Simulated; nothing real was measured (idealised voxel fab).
The process module presented herein is designated voxel trench capacitor.
FYI the section here is cut, 265 nm wide, cells are 5 nm squares.
A cross-section in this document is a grid of square cells, and it is written down as bands, the top band listed before the ones below it; a band is made up of one or more rows of cells.
Top, bottom (nm), then materials left to right with widths (nm); lone material tagged "full width" fills the whole band edge to edge; "empty" = empty space.
Below 0: as-received wafer, all one material; heights counted from there. Lowest band: no bottom, goes on down, written "0 -> down".
Think of "30 to 40" as a width that walks from the first number to the second as you go down the band, top row to bottom row, taking equal-sized steps from row to row.
The cross-section has no changed cell in any step marked "changes: none".
"Trapped void list": empty spaces of 8 cells or more with no open way to the top, each given as width x height at distance, distance from the left edge, all in nm.
Past the settings on a step's line: simulator remark, on that step.
overlay nm: right-of-plan distance of the mask on a masked step; negative values mean left-of-plan.
Listed below are the process steps as planned
1: RECEIVE, material Si
2: CONFORMAL_DEP, material SiN, thk nm 5
3: MASKED_ETCH, tone open, mask id TRENCH, width nm 25, pitch nm 45, etch materials SiN, depth nm 5, overlay nm 0
4: MASKED_ETCH, tone open, mask id TRENCH, width nm 25, pitch nm 45, etch materials Si, depth nm 30, overlay nm 0
5: CONFORMAL_DEP, material HfO2, thk nm 5
6: CONFORMAL_DEP, material TiN, thk nm 5
7: FILL_DEP, material W, thk nm 5
8: CMP, height nm 5
The first of two wafers, run as planned
As-received wafer cross-section (after step 1)
0 -> down | Si full width
Trapped void list: none
Cross-section of the wafer subsequent to step 2
5 -> 0 | SiN full width
below 0: unchanged
Cross-section of the wafer subsequent to step 3
5 -> 0 | SiN 75 nm / empty 25 nm / SiN 20 nm / empty 25 nm / SiN 20 nm / empty 25 nm / SiN 75 nm
below 0: unchanged
Cross-section of the wafer subsequent to step 4
5 -> 0 | SiN 75 nm / empty 25 nm / SiN 20 nm / empty 25 nm / SiN 20 nm / empty 25 nm / SiN 75 nm
0 -> -30 | Si 75 nm / empty 25 nm / Si 20 nm / empty 25 nm / Si 20 nm / empty 25 nm / Si 75 nm
below -30: unchanged
Cross-section of the wafer subsequent to step 5
10 -> 5 | HfO2 80 nm / empty 15 nm / HfO2 30 nm / empty 15 nm / HfO2 30 nm / empty 15 nm / HfO2 80 nm
5 -> 0 | SiN 75 nm / HfO2 5 nm / empty 15 nm / HfO2 5 nm / SiN 20 nm / HfO2 5 nm / empty 15 nm / HfO2 5 nm / SiN 20 nm / HfO2 5 nm / empty 15 nm / HfO2 5 nm / SiN 75 nm
0 -> -25 | Si 75 nm / HfO2 5 nm / empty 15 nm / HfO2 5 nm / Si 20 nm / HfO2 5 nm / empty 15 nm / HfO2 5 nm / Si 20 nm / HfO2 5 nm / empty 15 nm / HfO2 5 nm / Si 75 nm
-25 -> -30 | Si 75 nm / HfO2 25 nm / Si 20 nm / HfO2 25 nm / Si 20 nm / HfO2 25 nm / Si 75 nm
below -30: unchanged
Cross-section of the wafer subsequent to step 6
15 -> 10 | TiN 85 nm / empty 5 nm / TiN 40 nm / empty 5 nm / TiN 40 nm / empty 5 nm / TiN 85 nm
10 -> 5 | HfO2 80 nm / TiN 5 nm / empty 5 nm / TiN 5 nm / HfO2 30 nm / TiN 5 nm / empty 5 nm / TiN 5 nm / HfO2 30 nm / TiN 5 nm / empty 5 nm / TiN 5 nm / HfO2 80 nm
5 -> 0 | SiN 75 nm / HfO2 5 nm / TiN 5 nm / empty 5 nm / TiN 5 nm / HfO2 5 nm / SiN 20 nm / HfO2 5 nm / TiN 5 nm / empty 5 nm / TiN 5 nm / HfO2 5 nm / SiN 20 nm / HfO2 5 nm / TiN 5 nm / empty 5 nm / TiN 5 nm / HfO2 5 nm / SiN 75 nm
0 -> -20 | Si 75 nm / HfO2 5 nm / TiN 5 nm / empty 5 nm / TiN 5 nm / HfO2 5 nm / Si 20 nm / HfO2 5 nm / TiN 5 nm / empty 5 nm / TiN 5 nm / HfO2 5 nm / Si 20 nm / HfO2 5 nm / TiN 5 nm / empty 5 nm / TiN 5 nm / HfO2 5 nm / Si 75 nm
-20 -> -25 | Si 75 nm / HfO2 5 nm / TiN 15 nm / HfO2 5 nm / Si 20 nm / HfO2 5 nm / TiN 15 nm / HfO2 5 nm / Si 20 nm / HfO2 5 nm / TiN 15 nm / HfO2 5 nm / Si 75 nm
below -25: unchanged
Cross-section of the wafer subsequent to step 7
20 -> 15 | W full width
15 -> 10 | TiN 85 nm / W 5 nm / TiN 40 nm / W 5 nm / TiN 40 nm / W 5 nm / TiN 85 nm
10 -> 5 | HfO2 80 nm / TiN 5 nm / W 5 nm / TiN 5 nm / HfO2 30 nm / TiN 5 nm / W 5 nm / TiN 5 nm / HfO2 30 nm / TiN 5 nm / W 5 nm / TiN 5 nm / HfO2 80 nm
5 -> 0 | SiN 75 nm / HfO2 5 nm / TiN 5 nm / W 5 nm / TiN 5 nm / HfO2 5 nm / SiN 20 nm / HfO2 5 nm / TiN 5 nm / W 5 nm / TiN 5 nm / HfO2 5 nm / SiN 20 nm / HfO2 5 nm / TiN 5 nm / W 5 nm / TiN 5 nm / HfO2 5 nm / SiN 75 nm
0 -> -20 | Si 75 nm / HfO2 5 nm / TiN 5 nm / W 5 nm / TiN 5 nm / HfO2 5 nm / Si 20 nm / HfO2 5 nm / TiN 5 nm / W 5 nm / TiN 5 nm / HfO2 5 nm / Si 20 nm / HfO2 5 nm / TiN 5 nm / W 5 nm / TiN 5 nm / HfO2 5 nm / Si 75 nm
below -20: unchanged
Cross-section of the wafer subsequent to step 8
5 -> 0 | SiN 75 nm / HfO2 5 nm / TiN 5 nm / W 5 nm / TiN 5 nm / HfO2 5 nm / SiN 20 nm / HfO2 5 nm / TiN 5 nm / W 5 nm / TiN 5 nm / HfO2 5 nm / SiN 20 nm / HfO2 5 nm / TiN 5 nm / W 5 nm / TiN 5 nm / HfO2 5 nm / SiN 75 nm
below 0: unchanged
Second of two: same start, same plan, one run error; steps up to and including 3 match the first
Second wafer shown in cross-section at the time step 4 was slated to end
5 -> 0 | SiN 75 nm / empty 25 nm / SiN 20 nm / empty 25 nm / SiN 20 nm / empty 25 nm / SiN 75 nm
0 -> -60 | Si 75 nm / empty 25 nm / Si 20 nm / empty 25 nm / Si 20 nm / empty 25 nm / Si 75 nm
below -60: unchanged
Second wafer shown in cross-section at the time step 5 was slated to end
10 -> 5 | HfO2 80 nm / empty 15 nm / HfO2 30 nm / empty 15 nm / HfO2 30 nm / empty 15 nm / HfO2 80 nm
5 -> 0 | SiN 75 nm / HfO2 5 nm / empty 15 nm / HfO2 5 nm / SiN 20 nm / HfO2 5 nm / empty 15 nm / HfO2 5 nm / SiN 20 nm / HfO2 5 nm / empty 15 nm / HfO2 5 nm / SiN 75 nm
0 -> -55 | Si 75 nm / HfO2 5 nm / empty 15 nm / HfO2 5 nm / Si 20 nm / HfO2 5 nm / empty 15 nm / HfO2 5 nm / Si 20 nm / HfO2 5 nm / empty 15 nm / HfO2 5 nm / Si 75 nm
-55 -> -60 | Si 75 nm / HfO2 25 nm / Si 20 nm / HfO2 25 nm / Si 20 nm / HfO2 25 nm / Si 75 nm
below -60: unchanged
Second wafer shown in cross-section at the time step 6 was slated to end
15 -> 10 | TiN 85 nm / empty 5 nm / TiN 40 nm / empty 5 nm / TiN 40 nm / empty 5 nm / TiN 85 nm
10 -> 5 | HfO2 80 nm / TiN 5 nm / empty 5 nm / TiN 5 nm / HfO2 30 nm / TiN 5 nm / empty 5 nm / TiN 5 nm / HfO2 30 nm / TiN 5 nm / empty 5 nm / TiN 5 nm / HfO2 80 nm
5 -> 0 | SiN 75 nm / HfO2 5 nm / TiN 5 nm / empty 5 nm / TiN 5 nm / HfO2 5 nm / SiN 20 nm / HfO2 5 nm / TiN 5 nm / empty 5 nm / TiN 5 nm / HfO2 5 nm / SiN 20 nm / HfO2 5 nm / TiN 5 nm / empty 5 nm / TiN 5 nm / HfO2 5 nm / SiN 75 nm
0 -> -50 | Si 75 nm / HfO2 5 nm / TiN 5 nm / empty 5 nm / TiN 5 nm / HfO2 5 nm / Si 20 nm / HfO2 5 nm / TiN 5 nm / empty 5 nm / TiN 5 nm / HfO2 5 nm / Si 20 nm / HfO2 5 nm / TiN 5 nm / empty 5 nm / TiN 5 nm / HfO2 5 nm / Si 75 nm
-50 -> -55 | Si 75 nm / HfO2 5 nm / TiN 15 nm / HfO2 5 nm / Si 20 nm / HfO2 5 nm / TiN 15 nm / HfO2 5 nm / Si 20 nm / HfO2 5 nm / TiN 15 nm / HfO2 5 nm / Si 75 nm
below -55: unchanged
Second wafer shown in cross-section at the time step 7 was slated to end
20 -> 15 | W full width
15 -> 10 | TiN 85 nm / W 5 nm / TiN 40 nm / W 5 nm / TiN 40 nm / W 5 nm / TiN 85 nm
10 -> 5 | HfO2 80 nm / TiN 5 nm / W 5 nm / TiN 5 nm / HfO2 30 nm / TiN 5 nm / W 5 nm / TiN 5 nm / HfO2 30 nm / TiN 5 nm / W 5 nm / TiN 5 nm / HfO2 80 nm
5 -> 0 | SiN 75 nm / HfO2 5 nm / TiN 5 nm / W 5 nm / TiN 5 nm / HfO2 5 nm / SiN 20 nm / HfO2 5 nm / TiN 5 nm / W 5 nm / TiN 5 nm / HfO2 5 nm / SiN 20 nm / HfO2 5 nm / TiN 5 nm / W 5 nm / TiN 5 nm / HfO2 5 nm / SiN 75 nm
0 -> -50 | Si 75 nm / HfO2 5 nm / TiN 5 nm / W 5 nm / TiN 5 nm / HfO2 5 nm / Si 20 nm / HfO2 5 nm / TiN 5 nm / W 5 nm / TiN 5 nm / HfO2 5 nm / Si 20 nm / HfO2 5 nm / TiN 5 nm / W 5 nm / TiN 5 nm / HfO2 5 nm / Si 75 nm
below -50: unchanged
Second wafer shown in cross-section at the time step 8 was slated to end
5 -> 0 | SiN 75 nm / HfO2 5 nm / TiN 5 nm / W 5 nm / TiN 5 nm / HfO2 5 nm / SiN 20 nm / HfO2 5 nm / TiN 5 nm / W 5 nm / TiN 5 nm / HfO2 5 nm / SiN 20 nm / HfO2 5 nm / TiN 5 nm / W 5 nm / TiN 5 nm / HfO2 5 nm / SiN 75 nm
below 0: unchanged
what went wrong: step 4 of the plan was carried out twice
Looking at both finished wafers in cells, the second ends up ahead of or behind the first on some materials: HfO2 +36; Si -90; TiN +36; W +18
